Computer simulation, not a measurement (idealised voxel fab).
The name of this process module is voxel wiring stack.
The cross-section on display is named cut; it measures 170 nm wide, and its cells are 5 nm squares.
The cross-sections in this document take the form of a grid made of square cells. They are written out as bands, in order from top to bottom. Each band consists of one or more rows of cells.
Within each band entry, the heights of the top and of the bottom of the band appear first, in that order and in nm; the materials of the band then follow from left to right, each with its corresponding width in nm. The designation "throughout" on a single material indicates that it fills the band from edge to edge; the designation "empty" indicates empty space.
Measure heights from 0. That's the level where, below it, the as-received wafer is all one material. The lowest band is bottomless and extends downward; write it as in "from 0 down".
Per-row width for "30 to 40": begins at first number (top row of band), ends at second number (bottom row), increment between rows held constant.
You'll sometimes find "left unchanged" written for a step, and that's the way of saying that nowhere in the cross-section did a cell change during that step.
Closed-off voids of 8+ cells (no open route to the top) go in "Enclosed void inventory", written width x height at distance from the left edge, in nm.
The remark found on a step's line after its settings is issued by the simulator itself and pertains to that step.
Each step line may optionally specify "overlay nm", which for a step with a mask gives the rightward distance between the mask's planned place and where it lay, a negative value indicating the leftward direction.

Set out below are the planned steps of the process:
1: RECEIVE | material Si
2: CONFORMAL_DEP | material SiO2 | thk nm 10
3: DIRECTIONAL_DEP | material TiN | thk nm 5
4: DIRECTIONAL_DEP | material Ru | thk nm 25
5: PATTERN | tone cover | mask id METAL_1 | material resist | width nm 20 | pitch nm 45 | thk nm 20 | overlay nm 0
6: DIRECTIONAL_ETCH | etch materials Ru | depth nm 25
7: DIRECTIONAL_ETCH | etch materials TiN | depth nm 5
8: STRIP | etch materials resist
9: CONFORMAL_DEP | material SiN | thk nm 5
10: FILL_DEP | material lowk | thk nm 10
11: CMP | height nm 40
12: CONFORMAL_DEP | material SiCN | thk nm 5
13: DIRECTIONAL_DEP | material SiO2 | thk nm 10
14: DIRECTIONAL_DEP | material aC | thk nm 10
15: PATTERN | tone open | mask id PLUG_1 | material resist | width nm 15 | pitch nm 45 | thk nm 30 | overlay nm 0
16: DIRECTIONAL_ETCH | etch materials aC | depth nm 10
17: STRIP | etch materials resist
18: DIRECTIONAL_ETCH | etch materials SiO2 | depth nm 10
19: DIRECTIONAL_ETCH | etch materials SiCN | depth nm 5
20: STRIP | etch materials aC
21: CONFORMAL_DEP | material TiN | thk nm 5
22: FILL_DEP | material Cu | thk nm 5
23: CMP | height nm 55
24: DIRECTIONAL_DEP | material TiN | thk nm 5
25: DIRECTIONAL_DEP | material Ru | thk nm 20
26: PATTERN | tone cover | mask id METAL_2 | material resist | width nm 20 | pitch nm 45 | thk nm 15 | overlay nm 0
27: DIRECTIONAL_ETCH | etch materials Ru | depth nm 20
28: DIRECTIONAL_ETCH | etch materials TiN | depth nm 5
29: STRIP | etch materials resist
30: FILL_DEP | material lowk | thk nm 5
31: CMP | height nm 80
32: CONFORMAL_DEP | material SiCN | thk nm 5
Be aware that, although all wafers share a common starting state, the thk nm at step 3 differs among them, and the plan displays the first wafer's value.

This is how the first of several wafers looked in cross-section when it arrived, which is after step 1:
from 0 down: Si throughout
Enclosed void inventory: none

Where each wafer stands at the end of the module, a row apiece: cells of each material gained (+) or lost (-) since it was received, then closed voids:
thk nm 5; +4 Cu; +72 Ru; +62 SiCN; +46 SiN; +124 SiO2; +30 TiN; +240 lowk; Enclosed void inventory: none
thk nm 10; +4 Cu; +64 Ru; +62 SiCN; +42 SiN; +124 SiO2; +64 TiN; +218 lowk; Enclosed void inventory: none
thk nm 15; +4 Cu; +56 Ru; +62 SiCN; +38 SiN; +124 SiO2; +98 TiN; +196 lowk; Enclosed void inventory: none
thk nm 20; +4 Cu; +48 Ru; +62 SiCN; +34 SiN; +124 SiO2; +132 TiN; +174 lowk; Enclosed void inventory: none
